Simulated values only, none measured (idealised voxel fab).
This section sets out a process module, namely voxel air gaps.
cross-section cut | 235 nm wide | cells 5 nm
Heads up, the way a cross-section reads in here is a grid of square cells, handed over as bands from the top down, with every band being one or more rows of cells.
In this notation a band is specified by the heights of its top and bottom, in that order and in nm, after which its materials appear from left to right, each paired with its width in nm. The word "all across" attached to a single material means that material fills the band from edge to edge; the word "empty" stands for empty space.
Measure heights from 0. That's the level where, below it, the as-received wafer is all one material. The lowest band is bottomless and extends downward; write it as in "top 0, no bottom".
A width such as "30->40" changes by the same amount from each row of cells to the next, from the band's top row to its bottom row.
It should be understood that the words "stayed the same", when stated for a given step, signify that the cross-section underwent no change in any of its cells during that step.
"Closed void entries" lists enclosed empty spaces (at least 8 cells, no open path upward to the top), each as width x height at distance from the left edge, in nm.
Where a step's line continues beyond its settings, the continuation is a remark by the simulator itself on that step.
Among the settings permitted on a step's line is "overlay nm"; applied to a step with a mask, it specifies the extent to which the mask lay to the right of its planned position, whereas a negative figure signifies a position to the left.

Set out below are the planned steps of the process:
| 1 | RECEIVE with material Si |
| 2 | CONFORMAL_DEP with material SiO2, thk nm 10 |
| 3 | CONFORMAL_DEP with material SiN, thk nm 5 |
| 4 | DIRECTIONAL_DEP with material SiO2, thk nm 40 |
| 5 | DIRECTIONAL_DEP with material aC, thk nm 15 |
| 6 | PATTERN with tone open, mask id LINES, material resist, width nm 15, pitch nm 45, thk nm 30, overlay nm 0 |
| 7 | DIRECTIONAL_ETCH with etch materials aC, depth nm 15 |
| 8 | STRIP with etch materials resist |
| 9 | DIRECTIONAL_ETCH with etch materials SiO2, depth nm 40 |
| 10 | STRIP with etch materials aC |
| 11 | CONFORMAL_DEP with material TiN, thk nm 5 |
| 12 | FILL_DEP with material Ru, thk nm 10 |
| 13 | CMP with height nm 55 |
| 14 | EPI with material Ru, thk nm 10 |
| 15 | SELECTIVE_ETCH with etch materials SiO2, depth nm 50 |
| 16 | CONFORMAL_DEP with material SiN, thk nm 5 |

Wafer cross-section on receipt, i.e. after step 1:
> top 0, no bottom = Si all across
> Closed void entries: none

End state of the module in cross-section, given the above starting point and plan and one mistake in execution:
> top 70, bottom 65 = empty: 45, then SiN: 145, then empty: 45
> top 65, bottom 55 = empty: 45, then SiN: 5, then Ru: 135, then SiN: 5, then empty: 45
> top 55, bottom 50 = empty: 45, then SiN: 15, then TiN: 5, then Ru: 15, then TiN: 5, then SiO2: 20, then TiN: 5, then Ru: 15, then TiN: 5, then SiO2: 20, then TiN: 5, then Ru: 15, then TiN: 5, then SiN: 15, then empty: 45
> top 50, bottom 20 = empty: 55, then SiN: 5, then TiN: 5, then Ru: 15, then TiN: 5, then SiO2: 20, then TiN: 5, then Ru: 15, then TiN: 5, then SiO2: 20, then TiN: 5, then Ru: 15, then TiN: 5, then SiN: 5, then empty: 55
> top 20, bottom 15 = SiN: 60, then TiN: 25, then SiO2: 20, then TiN: 25, then SiO2: 20, then TiN: 25, then SiN: 60
> top 15, bottom 10 = SiN all across
> top 10, bottom 0 = SiO2 all across
> top 0, no bottom = Si all across
> Closed void entries: none
In executing the process, a mistake was made relative to the plan: step 6 was not run as planned; what actually ran was PATTERN with tone open, mask id LINES, material resist, width nm 25, pitch nm 45, thk nm 30, overlay nm 0
